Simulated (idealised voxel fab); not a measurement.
Process module in this document: voxel ribs on slabs
Cross-section cut: width 160 nm, square cells of 5 nm.
Just so we're on the same page, the cross-sections are grids of square cells, and they're listed out in bands top to bottom, each band one or more rows deep. The entry gives the band's vertical extent as a top height and a bottom height in nm, then its horizontal make-up as materials from left to right, each with a width in nm. "blank" stands for empty space; a single material marked "edge to edge" fills the band edge to edge. Zero point of the height axis is 0; under it, received wafer = one material. Lowest band: continues down indefinitely, "0 down". Per-row width for "30->40": begins at first number (top row of band), ends at second number (bottom row), increment between rows held constant. The cross-section has no changed cell in any step marked "nothing was modified". Basically, "Enclosed internal voids" tells you about the enclosed voids: empty spaces with no open way to the top, 8 cells or bigger, each written width x height at distance, where distance is from the left edge, all in nm. What comes after the settings on a step's line is commentary from the simulator itself on that step. For masked steps, "overlay nm" on the step line gives how far right of plan the mask actually lay; a minus sign means it lay to the left.

### The steps planned for the process are as follows
step 1: RECEIVE,material Si
step 2: DIRECTIONAL_DEP,material SiO2,thk nm 30
step 3: DIRECTIONAL_DEP,material SiN,thk nm 25
step 4: PATTERN,tone cover,mask id RIB,material resist,width nm 15,thk nm 15,overlay nm 0
step 5: DIRECTIONAL_ETCH,etch materials SiN,depth nm 10
step 6: STRIP,etch materials resist
step 7: PATTERN,tone cover,mask id SLAB,material resist,width nm 55,thk nm 20,overlay nm 0
step 8: DIRECTIONAL_ETCH,etch materials SiN,depth nm 15
step 9: STRIP,etch materials resist
step 10: FILL_DEP,material SiO2,thk nm 25
step 11: CMP,height nm 70
step 12: DIRECTIONAL_DEP,material TiN,thk nm 10
step 13: MASKED_ETCH,tone cover,mask id HEATER,width nm 25,etch materials TiN,depth nm 10,overlay nm 0
step 14: CONFORMAL_DEP,material SiN,thk nm 10

### Account of the first of two wafers, which was processed as intended

### Cross-section of the wafer as it came to us, i.e., already through step 1
  0 down | Si edge to edge
  Enclosed internal voids: none

### Cross-section of the wafer after step 2
  30 to 0 | SiO2 edge to edge
  Under 0: no change, same as before.

### Cross-section of the wafer after step 3
  55 to 30 | SiN edge to edge
  Under 30: no change, same as before.

### Cross-section of the wafer after step 4
  70 to 55 | blank 70, resist 15, blank 75
  Under 55: no change, same as before.

### Cross-section of the wafer after step 5
  70 to 55 | blank 70, resist 15, blank 75
  55 to 45 | blank 70, SiN 15, blank 75
  Under 45: no change, same as before.

### Cross-section of the wafer after step 6
  55 to 45 | blank 70, SiN 15, blank 75
  Under 45: no change, same as before.

### Cross-section of the wafer after step 7
  75 to 55 | blank 50, resist 55, blank 55
  55 to 45 | blank 50, resist 20, SiN 15, resist 20, blank 55
  Under 45: no change, same as before.

### Cross-section of the wafer after step 8
  75 to 55 | blank 50, resist 55, blank 55
  55 to 45 | blank 50, resist 20, SiN 15, resist 20, blank 55
  45 to 30 | blank 50, SiN 55, blank 55
  Under 30: no change, same as before.

### Cross-section of the wafer after step 9
  55 to 45 | blank 70, SiN 15, blank 75
  Under 45: no change, same as before.

### Cross-section of the wafer after step 10
  80 to 55 | SiO2 edge to edge
  55 to 45 | SiO2 70, SiN 15, SiO2 75
  45 to 30 | SiO2 50, SiN 55, SiO2 55
  Under 30: no change, same as before.

### Cross-section of the wafer after step 11
  70 to 55 | SiO2 edge to edge
  Under 55: no change, same as before.

### Cross-section of the wafer after step 12
  80 to 70 | TiN edge to edge
  Under 70: no change, same as before.

### Cross-section of the wafer after step 13
  80 to 70 | blank 65, TiN 25, blank 70
  Under 70: no change, same as before.

### Cross-section of the wafer after step 14
  90 to 80 | blank 55, SiN 45, blank 60
  80 to 70 | SiN 65, TiN 25, SiN 70
  Under 70: no change, same as before.

### Regarding the second of the two wafers: it shared the first wafer's starting condition and process plan, yet one error occurred during its execution. Its history coincides with that of the first wafer up to and including step 1

### Cross-section of the second wafer at the time by which step 2 should have been completed according to the plan
  30 to 0 | TiN edge to edge
  Under 0: no change, same as before.

### Cross-section of the second wafer at the time by which step 3 should have been completed according to the plan
  55 to 30 | SiN edge to edge
  Under 30: no change, same as before.

### Cross-section of the second wafer at the time by which step 4 should have been completed according to the plan
  70 to 55 | blank 70, resist 15, blank 75
  Under 55: no change, same as before.

### Cross-section of the second wafer at the time by which step 5 should have been completed according to the plan
  70 to 55 | blank 70, resist 15, blank 75
  55 to 45 | blank 70, SiN 15, blank 75
  Under 45: no change, same as before.

### Cross-section of the second wafer at the time by which step 6 should have been completed according to the plan
  55 to 45 | blank 70, SiN 15, blank 75
  Under 45: no change, same as before.

### Cross-section of the second wafer at the time by which step 7 should have been completed according to the plan
  75 to 55 | blank 50, resist 55, blank 55
  55 to 45 | blank 50, resist 20, SiN 15, resist 20, blank 55
  Under 45: no change, same as before.

### Cross-section of the second wafer at the time by which step 8 should have been completed according to the plan
  75 to 55 | blank 50, resist 55, blank 55
  55 to 45 | blank 50, resist 20, SiN 15, resist 20, blank 55
  45 to 30 | blank 50, SiN 55, blank 55
  Under 30: no change, same as before.

### Cross-section of the second wafer at the time by which step 9 should have been completed according to the plan
  55 to 45 | blank 70, SiN 15, blank 75
  Under 45: no change, same as before.

### Cross-section of the second wafer at the time by which step 10 should have been completed according to the plan
  80 to 55 | SiO2 edge to edge
  55 to 45 | SiO2 70, SiN 15, SiO2 75
  45 to 30 | SiO2 50, SiN 55, SiO2 55
  Under 30: no change, same as before.

### Cross-section of the second wafer at the time by which step 11 should have been completed according to the plan
  70 to 55 | SiO2 edge to edge
  Under 55: no change, same as before.

### Cross-section of the second wafer at the time by which step 12 should have been completed according to the plan
  80 to 70 | TiN edge to edge
  Under 70: no change, same as before.

### Cross-section of the second wafer at the time by which step 13 should have been completed according to the plan
  80 to 70 | blank 65, TiN 25, blank 70
  Under 70: no change, same as before.

### Cross-section of the second wafer at the time by which step 14 should have been completed according to the plan
  90 to 80 | blank 55, SiN 45, blank 60
  80 to 70 | SiN 65, TiN 25, SiN 70
  Under 70: no change, same as before.
Processing error: step 2, actual vs plan mismatch, actual run DIRECTIONAL_DEP,material TiN,thk nm 30
Looking at both finished wafers in cells, the second ends up ahead of or behind the first on some materials: -192 SiO2; +192 TiN
